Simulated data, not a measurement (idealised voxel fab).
Presented below is a process module, voxel self aligned contacts.
This is section cut - it's 230 nm across, gridded in 5 nm square cells.
In what follows, cross-sections appear as grids of square cells, described through bands that run from the top down, where every band is one or more rows of cells.
Band: top height; bottom height; in nm. Then, left to right: material with width in nm, for each material. "all across": a single material spanning edge to edge. "blank": empty space.
It should be noted that heights are counted from 0, beneath which the wafer as supplied is of one material throughout, and that the lowest band possesses no lower boundary but continues downward, as written in "0 down".
A width given as "30 to 40" starts at the first number in the band's top row and ends at the second number in its bottom row, shifting by an equal amount at every step from row to row.
Given "remained unchanged" for a step, no cell of the cross-section differs between before and after that step.
The entry "Tabulated closed voids" lists the empty spaces that cover at least 8 cells and have no open path to the top. Each is written as width x height at distance, where the distance is measured from the left edge and all three values are in nm.
after a step's settings: what the simulator itself notes on the step
What "overlay nm" on a step's line means: if the step has a mask, that mask lay this far to the right of its planned place, or, when the value is negative, to the left.
PLAN
1 op RECEIVE | material Si
2 op OXIDIZE | depth nm 5
3 op DIRECTIONAL_DEP | material polySi | thk nm 30
4 op DIRECTIONAL_DEP | material SiN | thk nm 20
5 op DIRECTIONAL_DEP | material aC | thk nm 10
6 op PATTERN | tone cover | mask id GATE | material resist | width nm 30 | pitch nm 60 | thk nm 25 | overlay nm 0
7 op DIRECTIONAL_ETCH | etch materials aC | depth nm 10
8 op STRIP | etch materials resist
9 op DIRECTIONAL_ETCH | etch materials SiN | depth nm 20
10 op DIRECTIONAL_ETCH | etch materials polySi | depth nm 30
11 op STRIP | etch materials aC
12 op CONFORMAL_DEP | material SiN | thk nm 5
13 op DIRECTIONAL_ETCH | etch materials SiN | depth nm 5
14 op FILL_DEP | material SiO2 | thk nm 15
15 op CMP | height nm 60
16 op MASKED_ETCH | tone open | mask id CONTACT | width nm 40 | pitch nm 60 | etch materials SiO2 | depth nm 65 | overlay nm 0
17 op CONFORMAL_DEP | material TiN | thk nm 5
18 op FILL_DEP | material W | thk nm 10
19 op CMP | height nm 60
20 op CONFORMAL_DEP | material SiN | thk nm 5
CROSS-SECTION OF THE INCOMING WAFER, STATE AFTER STEP 1
	0 down | Si all across
	Tabulated closed voids: none
CROSS-SECTION, FIRST OF TWO WAFERS, END OF MODULE, RUN AS PLANNED
	65 to 60 | SiN all across
	60 to 50 | 65 SiO2 | 5 to 15 TiN | 30 to 10 W | 5 to 15 TiN | 20 SiO2 | 5 to 15 TiN | 30 to 10 W | 5 to 15 TiN | 65 SiO2
	50 to 30 | 35 SiO2 | 40 SiN | 5 TiN | 10 W | 5 TiN | 40 SiN | 5 TiN | 10 W | 5 TiN | 40 SiN | 35 SiO2
	30 to 0 | 35 SiO2 | 5 SiN | 30 polySi | 5 SiN | 5 TiN | 10 W | 5 TiN | 5 SiN | 30 polySi | 5 SiN | 5 TiN | 10 W | 5 TiN | 5 SiN | 30 polySi | 5 SiN | 35 SiO2
	0 to -5 | 75 SiO2 | 20 TiN | 40 SiO2 | 20 TiN | 75 SiO2
	-5 down | Si all across
	Tabulated closed voids: none
CROSS-SECTION, SECOND WAFER: SAME START AS THE FIRST, SAME PLAN AS THE FIRST, ONE MISTAKE IN RUNNING IT; TAKEN AT THE END OF THE MODULE
	65 to 60 | SiN all across
	60 to 55 | 60 W | 5 TiN | 40 SiO2 | 5 TiN | 10 W | 5 TiN | 40 SiO2 | 5 TiN | 60 W
	55 to 50 | 30 W | 35 TiN | 40 SiO2 | 20 TiN | 40 SiO2 | 35 TiN | 30 W
	50 to 30 | 30 W | 5 TiN | 40 SiN | 20 SiO2 | 40 SiN | 20 SiO2 | 40 SiN | 5 TiN | 30 W
	30 to 0 | 30 W | 5 TiN | 5 SiN | 30 polySi | 5 SiN | 20 SiO2 | 5 SiN | 30 polySi | 5 SiN | 20 SiO2 | 5 SiN | 30 polySi | 5 SiN | 5 TiN | 30 W
	0 to -5 | 35 TiN | 160 SiO2 | 35 TiN
	-5 down | Si all across
	Tabulated closed voids: none
So what did we get wrong on this run? step 16 ran as: op MASKED_ETCH | tone cover | mask id CONTACT | width nm 40 | pitch nm 60 | etch materials SiO2 | depth nm 65 | overlay nm 0
The second wafer ends with more or fewer cells of some materials than the first, per final count: SiO2 -94 | TiN -8 | W +102
